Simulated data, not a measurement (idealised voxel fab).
process module | voxel wiring stack
cross-section cut | 210 nm wide | cells 5 nm
A cross-section is a grid of square cells, given in bands from the top down. A band is one or more rows of cells.
Each band's line starts with the height of the band's top and of its bottom, in nm. Then come its materials from left to right, each with its width in nm. One material with "throughout" fills the band from edge to edge. "air" is empty space.
Height 0 is the level under which the wafer as received is all one material. The lowest band goes on downwards, as in "0 down".
A width such as "30 to 40" changes by the same amount from each row of cells to the next, from the band's top row to its bottom row.
"no change" after a step means that no cell of the cross-section changed.
closed voids: empty space of 8 cells or more with no open way to the top, each as width x height at its distance from the left edge, in nm
after a step's settings: what the simulator itself notes on the step
overlay nm, on a step with a mask: how far to the right of its planned place the mask lay; to the left if negative
plan
1 op RECEIVE | material Si
2 op CONFORMAL_DEP | material SiO2 | thk nm 10
3 op DIRECTIONAL_DEP | material TiN | thk nm 5
4 op DIRECTIONAL_DEP | material Ru | thk nm 25
5 op DIRECTIONAL_DEP | material aC | thk nm 10
6 op PATTERN | tone cover | mask id METAL_1 | material resist | width nm 25 | pitch nm 40 | thk nm 25 | overlay nm 0
7 op DIRECTIONAL_ETCH | etch materials aC | depth nm 10
8 op STRIP | etch materials resist
9 op DIRECTIONAL_ETCH | etch materials Ru | depth nm 25
10 op DIRECTIONAL_ETCH | etch materials TiN | depth nm 5
11 op STRIP | etch materials aC
12 op FILL_DEP | material SiO2 | thk nm 5
13 op CMP | height nm 40
14 op CONFORMAL_DEP | material SiCN | thk nm 5
15 op DIRECTIONAL_DEP | material SiO2 | thk nm 15
16 op MASKED_ETCH | tone open | mask id PLUG_1 | width nm 15 | pitch nm 40 | etch materials SiO2 | depth nm 15 | overlay nm 0
17 op MASKED_ETCH | tone open | mask id PLUG_1 | width nm 15 | pitch nm 40 | etch materials SiCN | depth nm 5 | overlay nm 0
18 op CONFORMAL_DEP | material TiN | thk nm 5
19 op FILL_DEP | material Ru | thk nm 10
20 op CMP | height nm 60
21 op CONFORMAL_DEP | material SiN | thk nm 5
22 op DIRECTIONAL_DEP | material lowk | thk nm 15
23 op DIRECTIONAL_DEP | material aC | thk nm 10
24 op PATTERN | tone open | mask id METAL_2 | material resist | width nm 25 | pitch nm 40 | thk nm 30 | overlay nm 0
25 op DIRECTIONAL_ETCH | etch materials aC | depth nm 10
26 op STRIP | etch materials resist
27 op DIRECTIONAL_ETCH | etch materials lowk | depth nm 15
28 op DIRECTIONAL_ETCH | etch materials SiN | depth nm 5
29 op STRIP | etch materials aC
30 op CONFORMAL_DEP | material TiN | thk nm 5
31 op FILL_DEP | material Cu | thk nm 5
32 op CMP | height nm 80
33 op CONFORMAL_DEP | material SiCN | thk nm 5
34 op DIRECTIONAL_DEP | material SiO2 | thk nm 30
35 op MASKED_ETCH | tone open | mask id METAL_3_HOLES | width nm 15 | pitch nm 80 | etch materials SiO2 | depth nm 30 | overlay nm 0
36 op DIRECTIONAL_DEP | material aC | thk nm 15
37 op PATTERN | tone open | mask id METAL_3 | material resist | width nm 25 | pitch nm 40 | thk nm 30 | overlay nm 0
38 op DIRECTIONAL_ETCH | etch materials aC | depth nm 15
39 op STRIP | etch materials resist
40 op DIRECTIONAL_ETCH | etch materials SiO2 | depth nm 20
41 op DIRECTIONAL_ETCH | etch materials SiCN | depth nm 5
42 op STRIP | etch materials aC
43 op CONFORMAL_DEP | material TiN | thk nm 5
44 op FILL_DEP | material Cu | thk nm 10
45 op CMP | height nm 115
46 op CONFORMAL_DEP | material SiN | thk nm 5
as received, after step 1
  0 down: Si throughout
  closed voids: none
first wafer at the end, as planned
  120 to 115: SiN throughout
  115 to 100: SiO2 30 | TiN 5 | Cu 15 | TiN 5 | SiO2 15 | TiN 5 | Cu 15 | TiN 5 | SiO2 15 | TiN 5 | Cu 15 | TiN 5 | SiO2 15 | TiN 5 | Cu 15 | TiN 5 | SiO2 35
  100 to 95: SiO2 30 | TiN 5 | Cu 5 | TiN 15 | SiO2 15 | TiN 25 | SiO2 15 | TiN 5 | Cu 5 | TiN 15 | SiO2 15 | TiN 25 | SiO2 35
  95 to 85: SiO2 30 | TiN 5 | Cu 5 | TiN 5 | SiO2 65 | TiN 5 | Cu 5 | TiN 5 | SiO2 85
  85 to 80: SiCN 30 | TiN 15 | SiCN 65 | TiN 15 | SiCN 85
  80 to 65: lowk 30 | TiN 5 | Cu 15 | TiN 5 | lowk 15 | TiN 5 | Cu 15 | TiN 5 | lowk 15 | TiN 5 | Cu 15 | TiN 5 | lowk 15 | TiN 5 | Cu 15 | TiN 5 | lowk 35
  65 to 60: SiN 30 | TiN 25 | SiN 15 | TiN 25 | SiN 15 | TiN 25 | SiN 15 | TiN 25 | SiN 35
  60 to 45: SiO2 30 | TiN 5 | Ru 5 | TiN 5 | SiO2 25 | TiN 5 | Ru 5 | TiN 5 | SiO2 25 | TiN 5 | Ru 5 | TiN 5 | SiO2 25 | TiN 5 | Ru 5 | TiN 5 | SiO2 45
  45 to 40: SiCN 30 | TiN 15 | SiCN 25 | TiN 15 | SiCN 25 | TiN 15 | SiCN 25 | TiN 15 | SiCN 45
  40 to 15: SiO2 30 | Ru 25 | SiO2 15 | Ru 25 | SiO2 15 | Ru 25 | SiO2 15 | Ru 25 | SiO2 35
  15 to 10: SiO2 30 | TiN 25 | SiO2 15 | TiN 25 | SiO2 15 | TiN 25 | SiO2 15 | TiN 25 | SiO2 35
  10 to 0: SiO2 throughout
  0 down: Si throughout
  closed voids: none
second wafer at the end: like start, like plan, one mistake
  120 to 115: SiN throughout
  115 to 100: SiO2 30 | TiN 5 | Cu 5 | TiN 5 | SiO2 65 | TiN 5 | Cu 5 | TiN 5 | SiO2 85
  100 to 95: SiO2 30 | TiN 15 | SiO2 65 | TiN 15 | SiO2 85
  95 to 85: SiO2 throughout
  85 to 80: SiCN throughout
  80 to 65: lowk 30 | TiN 5 | Cu 15 | TiN 5 | lowk 15 | TiN 5 | Cu 15 | TiN 5 | lowk 15 | TiN 5 | Cu 15 | TiN 5 | lowk 15 | TiN 5 | Cu 15 | TiN 5 | lowk 35
  65 to 60: SiN 30 | TiN 25 | SiN 15 | TiN 25 | SiN 15 | TiN 25 | SiN 15 | TiN 25 | SiN 35
  60 to 45: SiO2 30 | TiN 5 | Ru 5 | TiN 5 | SiO2 25 | TiN 5 | Ru 5 | TiN 5 | SiO2 25 | TiN 5 | Ru 5 | TiN 5 | SiO2 25 | TiN 5 | Ru 5 | TiN 5 | SiO2 45
  45 to 40: SiCN 30 | TiN 15 | SiCN 25 | TiN 15 | SiCN 25 | TiN 15 | SiCN 25 | TiN 15 | SiCN 45
  40 to 15: SiO2 30 | Ru 25 | SiO2 15 | Ru 25 | SiO2 15 | Ru 25 | SiO2 15 | Ru 25 | SiO2 35
  15 to 10: SiO2 30 | TiN 25 | SiO2 15 | TiN 25 | SiO2 15 | TiN 25 | SiO2 15 | TiN 25 | SiO2 35
  10 to 0: SiO2 throughout
  0 down: Si throughout
  closed voids: none
what went wrong: step 34 was run twice
at the end the second wafer has, in cells: 36 fewer of Cu | 6 more of SiCN | 68 more of SiO2 | 38 fewer of TiN
